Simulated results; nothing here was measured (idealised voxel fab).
voxel quadruple lines: a process module
Xsec cut, 190 nm wide, square cell size 5 nm.
Bands, listed from the top down, are how a cross-section gets written in this document; the cross-section itself is a grid of square cells, and a band is one or more rows of them.
Quick guide to a band line: top height, bottom height (nm) up front; then every material left to right with its width in nm. Only one material and it's marked "edge to edge"? Then it fills the band edge to edge. And "air" just means empty space.
Convention: height 0 is the level below which the wafer, as received, is all one material. The lowest band does not terminate at the bottom but continues downward, represented as "0..down".
Graded width ("30..40"): value in top row of band = first number; value in bottom row = second number; row-to-row change constant.
Step note "no modifications" = no cross-section cell changed.
The label "Enclosed void listing" introduces a list of the empty spaces, 8 cells or larger, that have no open way up to the top; each entry in it reads width x height at distance, where the distance is taken from the left edge and all three are stated in nm.
Read whatever lies past the settings on a step's line as the simulator's own remark about the step.
Among the settings permitted on a step's line is "overlay nm"; applied to a step with a mask, it specifies the extent to which the mask lay to the right of its planned position, whereas a negative figure signifies a position to the left.

### Process steps foreseen in the plan
1. RECEIVE,material Si
2. CONFORMAL_DEP,material SiO2,thk nm 5
3. DIRECTIONAL_DEP,material Ru,thk nm 10
4. DIRECTIONAL_DEP,material polySi,thk nm 15
5. DIRECTIONAL_DEP,material aC,thk nm 25
6. PATTERN,tone cover,mask id MANDREL,material resist,width nm 30,thk nm 30,overlay nm 0
7. DIRECTIONAL_ETCH,etch materials aC,depth nm 25
8. STRIP,etch materials resist
9. CONFORMAL_DEP,material SiO2,thk nm 10
10. DIRECTIONAL_ETCH,etch materials SiO2,depth nm 10
11. STRIP,etch materials aC
12. DIRECTIONAL_ETCH,etch materials polySi,depth nm 15
13. STRIP,etch materials SiO2
14. CONFORMAL_DEP,material SiCN,thk nm 10
15. DIRECTIONAL_ETCH,etch materials SiCN,depth nm 10
16. STRIP,etch materials polySi
17. DIRECTIONAL_ETCH,etch materials Ru,depth nm 10
18. STRIP,etch materials SiCN

### Cross-sectional view of the wafer in its as-received condition, corresponding to the state after step 1
- 0..down = Si edge to edge
- Enclosed void listing: none

### The cross-section shown corresponds to the wafer at the conclusion of the module. The initial structure and the process plan are those presented above; however, one mistake occurred in executing the plan
- 15..5 = 60 air / 10 Ru / 10 air / 10 Ru / 15 air / 10 Ru / 10 air / 10 Ru / 55 air
- 5..0 = SiO2 edge to edge
- 0..down = Si edge to edge
- Enclosed void listing: none
Short version of what went wrong: contrary to plan, step 6 was performed as PATTERN,tone cover,mask id MANDREL,material resist,width nm 35,thk nm 30,overlay nm 0
